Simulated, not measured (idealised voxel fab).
process module | voxel capacitor over wiring
cross-section cut | 265 nm wide | cells 5 nm
A cross-section is a grid of square cells, given in bands from the top down. A band is one or more rows of cells.
Each band's line starts with the height of the band's top and of its bottom, in nm. Then come its materials from left to right, each with its width in nm. One material with "throughout" fills the band from edge to edge. "air" is empty space.
Height 0 is the level under which the wafer as received is all one material. The lowest band goes on downwards, as in "0 down".
A width such as "30 to 40" changes by the same amount from each row of cells to the next, from the band's top row to its bottom row.
"no change" after a step means that no cell of the cross-section changed.
closed voids: empty space of 8 cells or more with no open way to the top, each as width x height at its distance from the left edge, in nm
after a step's settings: what the simulator itself notes on the step
overlay nm, on a step with a mask: how far to the right of its planned place the mask lay; to the left if negative
plan
1 op RECEIVE | material Si
2 op CONFORMAL_DEP | material SiO2 | thk nm 10
3 op DIRECTIONAL_DEP | material TiN | thk nm 5
4 op DIRECTIONAL_DEP | material W | thk nm 25
5 op DIRECTIONAL_DEP | material aC | thk nm 10
6 op PATTERN | tone cover | mask id METAL_1 | material resist | width nm 20 | pitch nm 80 | thk nm 25 | overlay nm 0
7 op DIRECTIONAL_ETCH | etch materials aC | depth nm 10
8 op STRIP | etch materials resist
9 op DIRECTIONAL_ETCH | etch materials W | depth nm 25
10 op DIRECTIONAL_ETCH | etch materials TiN | depth nm 5
11 op STRIP | etch materials aC
12 op CONFORMAL_DEP | material SiCN | thk nm 5
13 op FILL_DEP | material SiO2 | thk nm 10
14 op CMP | height nm 40
15 op CONFORMAL_DEP | material SiCN | thk nm 5
16 op DIRECTIONAL_DEP | material SiO2 | thk nm 20
17 op PATTERN | tone open | mask id PLUG_1 | material resist | width nm 15 | thk nm 20 | overlay nm 0
18 op DIRECTIONAL_ETCH | etch materials SiO2 | depth nm 20
19 op DIRECTIONAL_ETCH | etch materials SiCN | depth nm 5
20 op STRIP | etch materials resist
21 op EPI | material Ru | thk nm 10
22 op EPI | material Ru | thk nm 10
23 op EPI | material Ru | thk nm 5
24 op DIRECTIONAL_DEP | material TiN | thk nm 10
25 op DIRECTIONAL_DEP | material Al2O3 | thk nm 5
26 op DIRECTIONAL_DEP | material TiN | thk nm 10
27 op MASKED_ETCH | tone cover | mask id UPPER_PLATE | width nm 65 | etch materials TiN | depth nm 10 | overlay nm 0
28 op MASKED_ETCH | tone cover | mask id UPPER_PLATE | width nm 65 | etch materials Al2O3 | depth nm 5 | overlay nm 0
29 op PATTERN | tone cover | mask id LOWER_PLATE | material resist | width nm 75 | thk nm 20 | overlay nm 0
30 op DIRECTIONAL_ETCH | etch materials TiN | depth nm 10
31 op STRIP | etch materials resist
32 op FILL_DEP | material SiO2 | thk nm 20
33 op CMP | height nm 105
34 op MASKED_ETCH | tone open | mask id PLUG_2 | width nm 15 | etch materials SiO2 | depth nm 15 | overlay nm 0
35 op CONFORMAL_DEP | material TiN | thk nm 5
36 op FILL_DEP | material Ru | thk nm 10
37 op CMP | height nm 105
38 op CONFORMAL_DEP | material SiN | thk nm 5
first wafer, as planned
as received, after step 1
  0 down: Si throughout
  closed voids: none
after step 2
  10 to 0: SiO2 throughout
  below 0: unchanged
after step 3
  15 to 10: TiN throughout
  below 10: unchanged
after step 4
  40 to 15: W throughout
  below 15: unchanged
after step 5
  50 to 40: aC throughout
  below 40: unchanged
after step 6
  75 to 50: air 80 | resist 20 | air 60 | resist 20 | air 85
  below 50: unchanged
after step 7
  65 to 50: air 80 | resist 20 | air 60 | resist 20 | air 85
  50 to 40: air 80 | aC 20 | air 60 | aC 20 | air 85
  below 40: unchanged
after step 8
  50 to 40: air 80 | aC 20 | air 60 | aC 20 | air 85
  below 40: unchanged
after step 9
  50 to 40: air 80 | aC 20 | air 60 | aC 20 | air 85
  40 to 15: air 80 | W 20 | air 60 | W 20 | air 85
  below 15: unchanged
after step 10
  50 to 40: air 80 | aC 20 | air 60 | aC 20 | air 85
  40 to 15: air 80 | W 20 | air 60 | W 20 | air 85
  15 to 10: air 80 | TiN 20 | air 60 | TiN 20 | air 85
  below 10: unchanged
after step 11
  40 to 15: air 80 | W 20 | air 60 | W 20 | air 85
  below 15: unchanged
after step 12
  45 to 40: air 75 | SiCN 30 | air 50 | SiCN 30 | air 80
  40 to 15: air 75 | SiCN 5 | W 20 | SiCN 5 | air 50 | SiCN 5 | W 20 | SiCN 5 | air 80
  15 to 10: SiCN 80 | TiN 20 | SiCN 60 | TiN 20 | SiCN 85
  below 10: unchanged
after step 13
  55 to 45: SiO2 throughout
  45 to 40: SiO2 75 | SiCN 30 | SiO2 50 | SiCN 30 | SiO2 80
  40 to 15: SiO2 75 | SiCN 5 | W 20 | SiCN 5 | SiO2 50 | SiCN 5 | W 20 | SiCN 5 | SiO2 80
  below 15: unchanged
after step 14
  40 to 15: SiO2 75 | SiCN 5 | W 20 | SiCN 5 | SiO2 50 | SiCN 5 | W 20 | SiCN 5 | SiO2 80
  below 15: unchanged
after step 15
  45 to 40: SiCN throughout
  below 40: unchanged
after step 16
  65 to 45: SiO2 throughout
  below 45: unchanged
after step 17
  85 to 65: resist 85 | air 15 | resist 165
  below 65: unchanged
after step 18
  85 to 65: resist 85 | air 15 | resist 165
  65 to 45: SiO2 85 | air 15 | SiO2 165
  below 45: unchanged
after step 19
  85 to 65: resist 85 | air 15 | resist 165
  65 to 45: SiO2 85 | air 15 | SiO2 165
  45 to 40: SiCN 85 | air 15 | SiCN 165
  below 40: unchanged
after step 20
  65 to 45: SiO2 85 | air 15 | SiO2 165
  below 45: unchanged
after step 21
  65 to 50: SiO2 85 | air 15 | SiO2 165
  50 to 45: SiO2 85 | Ru 15 | SiO2 165
  45 to 40: SiCN 85 | Ru 15 | SiCN 165
  below 40: unchanged
after step 22
  65 to 60: SiO2 85 | air 15 | SiO2 165
  60 to 45: SiO2 85 | Ru 15 | SiO2 165
  below 45: unchanged
after step 23
  65 to 45: SiO2 85 | Ru 15 | SiO2 165
  below 45: unchanged
after step 24
  75 to 65: TiN throughout
  below 65: unchanged
after step 25
  80 to 75: Al2O3 throughout
  below 75: unchanged
after step 26
  90 to 80: TiN throughout
  below 80: unchanged
after step 27
  90 to 80: air 85 | TiN 65 | air 115
  below 80: unchanged
after step 28
  90 to 80: air 85 | TiN 65 | air 115
  80 to 75: air 85 | Al2O3 65 | air 115
  below 75: unchanged
after step 29
  110 to 90: air 80 | resist 75 | air 110
  90 to 80: air 80 | resist 5 | TiN 65 | resist 5 | air 110
  80 to 75: air 80 | resist 5 | Al2O3 65 | resist 5 | air 110
  below 75: unchanged
after step 30
  110 to 90: air 80 | resist 75 | air 110
  90 to 80: air 80 | resist 5 | TiN 65 | resist 5 | air 110
  80 to 75: air 80 | resist 5 | Al2O3 65 | resist 5 | air 110
  75 to 65: air 80 | TiN 75 | air 110
  below 65: unchanged
after step 31
  90 to 80: air 85 | TiN 65 | air 115
  80 to 75: air 85 | Al2O3 65 | air 115
  below 75: unchanged
after step 32
  110 to 90: SiO2 throughout
  90 to 80: SiO2 85 | TiN 65 | SiO2 115
  80 to 75: SiO2 85 | Al2O3 65 | SiO2 115
  75 to 65: SiO2 80 | TiN 75 | SiO2 110
  below 65: unchanged
after step 33
  105 to 90: SiO2 throughout
  below 90: unchanged
after step 34
  105 to 90: SiO2 95 | air 15 | SiO2 155
  below 90: unchanged
after step 35
  110 to 105: TiN 100 | air 5 | TiN 160
  105 to 95: SiO2 95 | TiN 5 | air 5 | TiN 5 | SiO2 155
  95 to 90: SiO2 95 | TiN 15 | SiO2 155
  below 90: unchanged
after step 36
  120 to 110: Ru throughout
  110 to 105: TiN 100 | Ru 5 | TiN 160
  105 to 95: SiO2 95 | TiN 5 | Ru 5 | TiN 5 | SiO2 155
  below 95: unchanged
after step 37
  105 to 95: SiO2 95 | TiN 5 | Ru 5 | TiN 5 | SiO2 155
  below 95: unchanged
after step 38
  110 to 105: SiN throughout
  below 105: unchanged
second wafer: like start, like plan, one mistake. Through step 5 it matches the first wafer
when step 6 should have ended
  75 to 50: air 85 | resist 15 | air 65 | resist 15 | air 85
  below 50: unchanged
when step 7 should have ended
  65 to 50: air 85 | resist 15 | air 65 | resist 15 | air 85
  50 to 40: air 85 | aC 15 | air 65 | aC 15 | air 85
  below 40: unchanged
when step 8 should have ended
  50 to 40: air 85 | aC 15 | air 65 | aC 15 | air 85
  below 40: unchanged
when step 9 should have ended
  50 to 40: air 85 | aC 15 | air 65 | aC 15 | air 85
  40 to 15: air 85 | W 15 | air 65 | W 15 | air 85
  below 15: unchanged
when step 10 should have ended
  50 to 40: air 85 | aC 15 | air 65 | aC 15 | air 85
  40 to 15: air 85 | W 15 | air 65 | W 15 | air 85
  15 to 10: air 85 | TiN 15 | air 65 | TiN 15 | air 85
  below 10: unchanged
when step 11 should have ended
  40 to 15: air 85 | W 15 | air 65 | W 15 | air 85
  below 15: unchanged
when step 12 should have ended
  45 to 40: air 80 | SiCN 25 | air 55 | SiCN 25 | air 80
  40 to 15: air 80 | SiCN 5 | W 15 | SiCN 5 | air 55 | SiCN 5 | W 15 | SiCN 5 | air 80
  15 to 10: SiCN 85 | TiN 15 | SiCN 65 | TiN 15 | SiCN 85
  below 10: unchanged
when step 13 should have ended
  55 to 45: SiO2 throughout
  45 to 40: SiO2 80 | SiCN 25 | SiO2 55 | SiCN 25 | SiO2 80
  40 to 15: SiO2 80 | SiCN 5 | W 15 | SiCN 5 | SiO2 55 | SiCN 5 | W 15 | SiCN 5 | SiO2 80
  below 15: unchanged
when step 14 should have ended
  40 to 15: SiO2 80 | SiCN 5 | W 15 | SiCN 5 | SiO2 55 | SiCN 5 | W 15 | SiCN 5 | SiO2 80
  below 15: unchanged
when step 15 should have ended
  45 to 40: SiCN throughout
  below 40: unchanged
when step 16 should have ended
  65 to 45: SiO2 throughout
  below 45: unchanged
when step 17 should have ended
  85 to 65: resist 85 | air 15 | resist 165
  below 65: unchanged
when step 18 should have ended
  85 to 65: resist 85 | air 15 | resist 165
  65 to 45: SiO2 85 | air 15 | SiO2 165
  below 45: unchanged
when step 19 should have ended
  85 to 65: resist 85 | air 15 | resist 165
  65 to 45: SiO2 85 | air 15 | SiO2 165
  45 to 40: SiCN 85 | air 15 | SiCN 165
  below 40: unchanged
when step 20 should have ended
  65 to 45: SiO2 85 | air 15 | SiO2 165
  below 45: unchanged
when step 21 should have ended
  65 to 50: SiO2 85 | air 15 | SiO2 165
  50 to 45: SiO2 85 | Ru 15 | SiO2 165
  45 to 40: SiCN 85 | Ru 15 | SiCN 165
  below 40: unchanged
when step 22 should have ended
  65 to 60: SiO2 85 | air 15 | SiO2 165
  60 to 45: SiO2 85 | Ru 15 | SiO2 165
  below 45: unchanged
when step 23 should have ended
  65 to 45: SiO2 85 | Ru 15 | SiO2 165
  below 45: unchanged
when step 24 should have ended
  75 to 65: TiN throughout
  below 65: unchanged
when step 25 should have ended
  80 to 75: Al2O3 throughout
  below 75: unchanged
when step 26 should have ended
  90 to 80: TiN throughout
  below 80: unchanged
when step 27 should have ended
  90 to 80: air 85 | TiN 65 | air 115
  below 80: unchanged
when step 28 should have ended
  90 to 80: air 85 | TiN 65 | air 115
  80 to 75: air 85 | Al2O3 65 | air 115
  below 75: unchanged
when step 29 should have ended
  110 to 90: air 80 | resist 75 | air 110
  90 to 80: air 80 | resist 5 | TiN 65 | resist 5 | air 110
  80 to 75: air 80 | resist 5 | Al2O3 65 | resist 5 | air 110
  below 75: unchanged
when step 30 should have ended
  110 to 90: air 80 | resist 75 | air 110
  90 to 80: air 80 | resist 5 | TiN 65 | resist 5 | air 110
  80 to 75: air 80 | resist 5 | Al2O3 65 | resist 5 | air 110
  75 to 65: air 80 | TiN 75 | air 110
  below 65: unchanged
when step 31 should have ended
  90 to 80: air 85 | TiN 65 | air 115
  80 to 75: air 85 | Al2O3 65 | air 115
  below 75: unchanged
when step 32 should have ended
  110 to 90: SiO2 throughout
  90 to 80: SiO2 85 | TiN 65 | SiO2 115
  80 to 75: SiO2 85 | Al2O3 65 | SiO2 115
  75 to 65: SiO2 80 | TiN 75 | SiO2 110
  below 65: unchanged
when step 33 should have ended
  105 to 90: SiO2 throughout
  below 90: unchanged
when step 34 should have ended
  105 to 90: SiO2 95 | air 15 | SiO2 155
  below 90: unchanged
when step 35 should have ended
  110 to 105: TiN 100 | air 5 | TiN 160
  105 to 95: SiO2 95 | TiN 5 | air 5 | TiN 5 | SiO2 155
  95 to 90: SiO2 95 | TiN 15 | SiO2 155
  below 90: unchanged
when step 36 should have ended
  120 to 110: Ru throughout
  110 to 105: TiN 100 | Ru 5 | TiN 160
  105 to 95: SiO2 95 | TiN 5 | Ru 5 | TiN 5 | SiO2 155
  below 95: unchanged
when step 37 should have ended
  105 to 95: SiO2 95 | TiN 5 | Ru 5 | TiN 5 | SiO2 155
  below 95: unchanged
when step 38 should have ended
  110 to 105: SiN throughout
  below 105: unchanged
what went wrong: step 6 ran as: op PATTERN | tone cover | mask id METAL_1 | material resist | width nm 15 | pitch nm 80 | thk nm 25 | overlay nm 0
at the end the second wafer has, in cells: 2 more of SiCN | 10 more of SiO2 | 2 fewer of TiN | 10 fewer of W
